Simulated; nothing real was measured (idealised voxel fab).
Name of the process module below: voxel self aligned vias
Square cells of 5 nm make up the cross-section cut, whose width is 185 nm.
Cross-section layout: square cells on a grid; listed as bands, top to bottom; a band spans one or more cell rows.
Per band: top height and bottom height in nm, followed by the left-to-right materials and their widths in nm; "full width" marks a single material spanning edge to edge, "air" marks empty space.
Basically, 0 is our baseline, since under it the wafer straight out of the box is all one material. The bottom band has no lower end and keeps on going down, so it looks like "z 0 and below".
It should be noted that a width expressed as "30..40" varies in equal increments from row to row of cells within the band, taking the value of the first number at the top row and that of the second number at the bottom row.
"nothing altered" -> step changed no cross-section cell.
The entry "Closed cavities" lists the empty spaces that cover at least 8 cells and have no open path to the top. Each is written as width x height at distance, where the distance is measured from the left edge and all three values are in nm.
The remark found on a step's line after its settings is issued by the simulator itself and pertains to that step.
overlay nm: right-of-plan distance of the mask on a masked step; negative values mean left-of-plan.

# The planned process steps are enumerated hereunder
1: RECEIVE with material Si
2: CONFORMAL_DEP with material SiO2, thk nm 15
3: CONFORMAL_DEP with material SiCN, thk nm 5
4: DIRECTIONAL_DEP with material SiO2, thk nm 30
5: DIRECTIONAL_DEP with material aC, thk nm 10
6: PATTERN with tone open, mask id LINES, material resist, width nm 25, pitch nm 50, thk nm 25, overlay nm 0
7: DIRECTIONAL_ETCH with etch materials aC, depth nm 10
8: STRIP with etch materials resist
9: DIRECTIONAL_ETCH with etch materials SiO2, depth nm 30
10: STRIP with etch materials aC
11: CONFORMAL_DEP with material TiN, thk nm 5
12: FILL_DEP with material W, thk nm 5
13: CMP with height nm 50
14: SELECTIVE_ETCH with etch materials W Ru TiN, depth nm 5
15: FILL_DEP with material SiN, thk nm 10
16: CMP with height nm 50
17: DIRECTIONAL_DEP with material SiO2, thk nm 15
18: MASKED_ETCH with tone open, mask id VIAS, width nm 35, etch materials SiO2, depth nm 15, overlay nm 0
19: MASKED_ETCH with tone open, mask id VIAS, width nm 35, etch materials SiN, depth nm 5, overlay nm 0
20: CONFORMAL_DEP with material TiN, thk nm 5
21: FILL_DEP with material Cu, thk nm 10
22: CMP with height nm 65
23: CONFORMAL_DEP with material SiCN, thk nm 5

# The following pertains to the first of two wafers, which was processed as planned

# Wafer cross-section on receipt, i.e. after step 1
	z 0 and below  Si full width
	Closed cavities: none

# How the wafer stands in section after step 2
	z 15 to 0  SiO2 full width
	Below 0 it's all the same as before, nothing changed down there.

# How the wafer stands in section after step 3
	z 20 to 15  SiCN full width
	Below 15 it's all the same as before, nothing changed down there.

# How the wafer stands in section after step 4
	z 50 to 20  SiO2 full width
	Below 20 it's all the same as before, nothing changed down there.

# How the wafer stands in section after step 5
	z 60 to 50  aC full width
	Below 50 it's all the same as before, nothing changed down there.

# How the wafer stands in section after step 6
	z 85 to 60  55 of resist | 25 of air | 25 of resist | 25 of air | 55 of resist
	Below 60 it's all the same as before, nothing changed down there.

# How the wafer stands in section after step 7
	z 75 to 60  55 of resist | 25 of air | 25 of resist | 25 of air | 55 of resist
	z 60 to 50  55 of aC | 25 of air | 25 of aC | 25 of air | 55 of aC
	Below 50 it's all the same as before, nothing changed down there.

# How the wafer stands in section after step 8
	z 60 to 50  55 of aC | 25 of air | 25 of aC | 25 of air | 55 of aC
	Below 50 it's all the same as before, nothing changed down there.

# How the wafer stands in section after step 9
	z 60 to 50  55 of aC | 25 of air | 25 of aC | 25 of air | 55 of aC
	z 50 to 20  55 of SiO2 | 25 of air | 25 of SiO2 | 25 of air | 55 of SiO2
	Below 20 it's all the same as before, nothing changed down there.

# How the wafer stands in section after step 10
	z 50 to 20  55 of SiO2 | 25 of air | 25 of SiO2 | 25 of air | 55 of SiO2
	Below 20 it's all the same as before, nothing changed down there.

# How the wafer stands in section after step 11
	z 55 to 50  60 of TiN | 15 of air | 35 of TiN | 15 of air | 60 of TiN
	z 50 to 25  55 of SiO2 | 5 of TiN | 15 of air | 5 of TiN | 25 of SiO2 | 5 of TiN | 15 of air | 5 of TiN | 55 of SiO2
	z 25 to 20  55 of SiO2 | 25 of TiN | 25 of SiO2 | 25 of TiN | 55 of SiO2
	Below 20 it's all the same as before, nothing changed down there.

# How the wafer stands in section after step 12
	z 60 to 55  W full width
	z 55 to 50  60 of TiN | 15 of W | 35 of TiN | 15 of W | 60 of TiN
	z 50 to 25  55 of SiO2 | 5 of TiN | 15 of W | 5 of TiN | 25 of SiO2 | 5 of TiN | 15 of W | 5 of TiN | 55 of SiO2
	Below 25 it's all the same as before, nothing changed down there.

# How the wafer stands in section after step 13
	z 50 to 25  55 of SiO2 | 5 of TiN | 15 of W | 5 of TiN | 25 of SiO2 | 5 of TiN | 15 of W | 5 of TiN | 55 of SiO2
	Below 25 it's all the same as before, nothing changed down there.

# How the wafer stands in section after step 14
	z 50 to 45  55 of SiO2 | 25 of air | 25 of SiO2 | 25 of air | 55 of SiO2
	Below 45 it's all the same as before, nothing changed down there.

# How the wafer stands in section after step 15
	z 60 to 50  SiN full width
	z 50 to 45  55 of SiO2 | 25 of SiN | 25 of SiO2 | 25 of SiN | 55 of SiO2
	Below 45 it's all the same as before, nothing changed down there.

# How the wafer stands in section after step 16
	z 50 to 45  55 of SiO2 | 25 of SiN | 25 of SiO2 | 25 of SiN | 55 of SiO2
	Below 45 it's all the same as before, nothing changed down there.

# How the wafer stands in section after step 17
	z 65 to 50  SiO2 full width
	Below 50 it's all the same as before, nothing changed down there.

# How the wafer stands in section after step 18
	z 65 to 50  50 of SiO2 | 35 of air | 100 of SiO2
	Below 50 it's all the same as before, nothing changed down there.

# How the wafer stands in section after step 19
	z 65 to 50  50 of SiO2 | 35 of air | 100 of SiO2
	z 50 to 45  55 of SiO2 | 25 of air | 25 of SiO2 | 25 of SiN | 55 of SiO2
	Below 45 it's all the same as before, nothing changed down there.

# How the wafer stands in section after step 20
	z 70 to 65  55 of TiN | 25 of air | 105 of TiN
	z 65 to 55  50 of SiO2 | 5 of TiN | 25 of air | 5 of TiN | 100 of SiO2
	z 55 to 50  50 of SiO2 | 10 of TiN | 15 of air | 10 of TiN | 100 of SiO2
	z 50 to 45  55 of SiO2 | 25 of TiN | 25 of SiO2 | 25 of SiN | 55 of SiO2
	Below 45 it's all the same as before, nothing changed down there.

# How the wafer stands in section after step 21
	z 80 to 70  Cu full width
	z 70 to 65  55 of TiN | 25 of Cu | 105 of TiN
	z 65 to 55  50 of SiO2 | 5 of TiN | 25 of Cu | 5 of TiN | 100 of SiO2
	z 55 to 50  50 of SiO2 | 10 of TiN | 15 of Cu | 10 of TiN | 100 of SiO2
	Below 50 it's all the same as before, nothing changed down there.

# How the wafer stands in section after step 22
	z 65 to 55  50 of SiO2 | 5 of TiN | 25 of Cu | 5 of TiN | 100 of SiO2
	Below 55 it's all the same as before, nothing changed down there.

# How the wafer stands in section after step 23
	z 70 to 65  SiCN full width
	Below 65 it's all the same as before, nothing changed down there.

# Second wafer: same start and same plan as the first, one execution error; identical to the first through step 1

# Cross-sectional view of the second wafer at the intended end time of process step 2
	z 30 to 0  SiO2 full width
	Below 0 it's all the same as before, nothing changed down there.

# Cross-sectional view of the second wafer at the intended end time of process step 3
	z 35 to 30  SiCN full width
	Below 30 it's all the same as before, nothing changed down there.

# Cross-sectional view of the second wafer at the intended end time of process step 4
	z 65 to 35  SiO2 full width
	Below 35 it's all the same as before, nothing changed down there.

# Cross-sectional view of the second wafer at the intended end time of process step 5
	z 75 to 65  aC full width
	Below 65 it's all the same as before, nothing changed down there.

# Cross-sectional view of the second wafer at the intended end time of process step 6
	z 100 to 75  55 of resist | 25 of air | 25 of resist | 25 of air | 55 of resist
	Below 75 it's all the same as before, nothing changed down there.

# Cross-sectional view of the second wafer at the intended end time of process step 7
	z 90 to 75  55 of resist | 25 of air | 25 of resist | 25 of air | 55 of resist
	z 75 to 65  55 of aC | 25 of air | 25 of aC | 25 of air | 55 of aC
	Below 65 it's all the same as before, nothing changed down there.

# Cross-sectional view of the second wafer at the intended end time of process step 8
	z 75 to 65  55 of aC | 25 of air | 25 of aC | 25 of air | 55 of aC
	Below 65 it's all the same as before, nothing changed down there.

# Cross-sectional view of the second wafer at the intended end time of process step 9
	z 75 to 65  55 of aC | 25 of air | 25 of aC | 25 of air | 55 of aC
	z 65 to 35  55 of SiO2 | 25 of air | 25 of SiO2 | 25 of air | 55 of SiO2
	Below 35 it's all the same as before, nothing changed down there.

# Cross-sectional view of the second wafer at the intended end time of process step 10
	z 65 to 35  55 of SiO2 | 25 of air | 25 of SiO2 | 25 of air | 55 of SiO2
	Below 35 it's all the same as before, nothing changed down there.

# Cross-sectional view of the second wafer at the intended end time of process step 11
	z 70 to 65  60 of TiN | 15 of air | 35 of TiN | 15 of air | 60 of TiN
	z 65 to 40  55 of SiO2 | 5 of TiN | 15 of air | 5 of TiN | 25 of SiO2 | 5 of TiN | 15 of air | 5 of TiN | 55 of SiO2
	z 40 to 35  55 of SiO2 | 25 of TiN | 25 of SiO2 | 25 of TiN | 55 of SiO2
	Below 35 it's all the same as before, nothing changed down there.

# Cross-sectional view of the second wafer at the intended end time of process step 12
	z 75 to 70  W full width
	z 70 to 65  60 of TiN | 15 of W | 35 of TiN | 15 of W | 60 of TiN
	z 65 to 40  55 of SiO2 | 5 of TiN | 15 of W | 5 of TiN | 25 of SiO2 | 5 of TiN | 15 of W | 5 of TiN | 55 of SiO2
	Below 40 it's all the same as before, nothing changed down there.

# Cross-sectional view of the second wafer at the intended end time of process step 13
	z 50 to 40  55 of SiO2 | 5 of TiN | 15 of W | 5 of TiN | 25 of SiO2 | 5 of TiN | 15 of W | 5 of TiN | 55 of SiO2
	Below 40 it's all the same as before, nothing changed down there.

# Cross-sectional view of the second wafer at the intended end time of process step 14
	z 50 to 45  55 of SiO2 | 25 of air | 25 of SiO2 | 25 of air | 55 of SiO2
	Below 45 it's all the same as before, nothing changed down there.

# Cross-sectional view of the second wafer at the intended end time of process step 15
	z 60 to 50  SiN full width
	z 50 to 45  55 of SiO2 | 25 of SiN | 25 of SiO2 | 25 of SiN | 55 of SiO2
	Below 45 it's all the same as before, nothing changed down there.

# Cross-sectional view of the second wafer at the intended end time of process step 16
	z 50 to 45  55 of SiO2 | 25 of SiN | 25 of SiO2 | 25 of SiN | 55 of SiO2
	Below 45 it's all the same as before, nothing changed down there.

# Cross-sectional view of the second wafer at the intended end time of process step 17
	z 65 to 50  SiO2 full width
	Below 50 it's all the same as before, nothing changed down there.

# Cross-sectional view of the second wafer at the intended end time of process step 18
	z 65 to 50  50 of SiO2 | 35 of air | 100 of SiO2
	Below 50 it's all the same as before, nothing changed down there.

# Cross-sectional view of the second wafer at the intended end time of process step 19
	z 65 to 50  50 of SiO2 | 35 of air | 100 of SiO2
	z 50 to 45  55 of SiO2 | 25 of air | 25 of SiO2 | 25 of SiN | 55 of SiO2
	Below 45 it's all the same as before, nothing changed down there.

# Cross-sectional view of the second wafer at the intended end time of process step 20
	z 70 to 65  55 of TiN | 25 of air | 105 of TiN
	z 65 to 55  50 of SiO2 | 5 of TiN | 25 of air | 5 of TiN | 100 of SiO2
	z 55 to 50  50 of SiO2 | 10 of TiN | 15 of air | 10 of TiN | 100 of SiO2
	z 50 to 45  55 of SiO2 | 25 of TiN | 25 of SiO2 | 25 of SiN | 55 of SiO2
	Below 45 it's all the same as before, nothing changed down there.

# Cross-sectional view of the second wafer at the intended end time of process step 21
	z 80 to 70  Cu full width
	z 70 to 65  55 of TiN | 25 of Cu | 105 of TiN
	z 65 to 55  50 of SiO2 | 5 of TiN | 25 of Cu | 5 of TiN | 100 of SiO2
	z 55 to 50  50 of SiO2 | 10 of TiN | 15 of Cu | 10 of TiN | 100 of SiO2
	Below 50 it's all the same as before, nothing changed down there.

# Cross-sectional view of the second wafer at the intended end time of process step 22
	z 65 to 55  50 of SiO2 | 5 of TiN | 25 of Cu | 5 of TiN | 100 of SiO2
	Below 55 it's all the same as before, nothing changed down there.

# Cross-sectional view of the second wafer at the intended end time of process step 23
	z 70 to 65  SiCN full width
	Below 65 it's all the same as before, nothing changed down there.
Processing error: in the plan, step 2 was performed twice
Bottom line after processing is that, in cells, the second wafer is up or down on some materials versus the first: 30 more of SiO2, 12 fewer of TiN, 18 fewer of W
